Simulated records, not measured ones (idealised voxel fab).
process module | voxel trench capacitor
Pictured: cross-section cut, 250 nm wide, on a grid of 5 nm square cells.
For the purposes of this document, a cross-section shall be understood as a grid of square cells, specified as bands listed in top-to-bottom order, each band consisting of one or more rows of cells. Heights first: top, then bottom, in nm. Then materials, left to right, each with a width in nm. "full width" on a single material: fills the band edge to edge. "empty": empty space. Heights are reckoned from 0. Under this level, the received wafer is all of one material. The bottommost band is open-ended downward, for example "0 down". A width given as "30->40" starts at the first number in the band's top row and ends at the second number in its bottom row, shifting by an equal amount at every step from row to row. You'll sometimes find "no change occurred" written for a step, and that's the way of saying that nowhere in the cross-section did a cell change during that step. Entry "Voids, sealed" = empty spaces >= 8 cells with no open way to the top; each as width x height at distance, distance from left edge, all nm. Post-settings text on a step line: simulator's own remark regarding the step. Each step line may optionally specify "overlay nm", which for a step with a mask gives the rightward distance between the mask's planned place and where it lay, a negative value indicating the leftward direction.

## The steps planned for the process are as follows
1: RECEIVE (material Si)
2: CONFORMAL_DEP (material SiN; thk nm 10)
3: DIRECTIONAL_DEP (material aC; thk nm 15)
4: PATTERN (tone open; mask id TRENCH; material resist; width nm 30; pitch nm 60; thk nm 35; overlay nm 0)
5: DIRECTIONAL_ETCH (etch materials aC; depth nm 15)
6: STRIP (etch materials resist)
7: DIRECTIONAL_ETCH (etch materials SiN; depth nm 10)
8: DIRECTIONAL_ETCH (etch materials Si; depth nm 25)
9: STRIP (etch materials aC)
10: CONFORMAL_DEP (material Al2O3; thk nm 5)
11: CONFORMAL_DEP (material TiN; thk nm 5)
12: FILL_DEP (material W; thk nm 5)
13: CMP (height nm 10)

## Cross-section of the wafer as it came to us, i.e., already through step 1
* 0 down | Si full width
* Voids, sealed: none

## End-of-module cross-section of the first of two wafers, processed as planned
* 10 to 0 | SiN 80, then Al2O3 5, then TiN 5, then W 10, then TiN 5, then Al2O3 5, then SiN 30, then Al2O3 5, then TiN 5, then W 10, then TiN 5, then Al2O3 5, then SiN 80
* 0 to -15 | Si 80, then Al2O3 5, then TiN 5, then W 10, then TiN 5, then Al2O3 5, then Si 30, then Al2O3 5, then TiN 5, then W 10, then TiN 5, then Al2O3 5, then Si 80
* -15 to -20 | Si 80, then Al2O3 5, then TiN 20, then Al2O3 5, then Si 30, then Al2O3 5, then TiN 20, then Al2O3 5, then Si 80
* -20 to -25 | Si 80, then Al2O3 30, then Si 30, then Al2O3 30, then Si 80
* -25 down | Si full width
* Voids, sealed: none

## This is the second of the two wafers, cross-sectioned at the end of the module; it started exactly like the first and was given the same plan, but it was run with one mistake
* 10 to 0 | W 70, then TiN 5, then Al2O3 5, then SiN 30, then Al2O3 5, then TiN 5, then W 10, then TiN 5, then Al2O3 5, then SiN 30, then Al2O3 5, then TiN 5, then W 70
* 0 to -15 | W 70, then TiN 5, then Al2O3 5, then Si 30, then Al2O3 5, then TiN 5, then W 10, then TiN 5, then Al2O3 5, then Si 30, then Al2O3 5, then TiN 5, then W 70
* -15 to -20 | TiN 75, then Al2O3 5, then Si 30, then Al2O3 5, then TiN 20, then Al2O3 5, then Si 30, then Al2O3 5, then TiN 75
* -20 to -25 | Al2O3 80, then Si 30, then Al2O3 30, then Si 30, then Al2O3 80
* -25 down | Si full width
* Voids, sealed: none
What was done differently from what was planned? off-plan run, step 4, actual operation and settings PATTERN (tone cover; mask id TRENCH; material resist; width nm 30; pitch nm 60; thk nm 35; overlay nm 0)
Final comparison by cell count, materials where the second wafer has more or fewer than the first: Al2O3 +26, Si -130, SiN -52, TiN +26, W +130
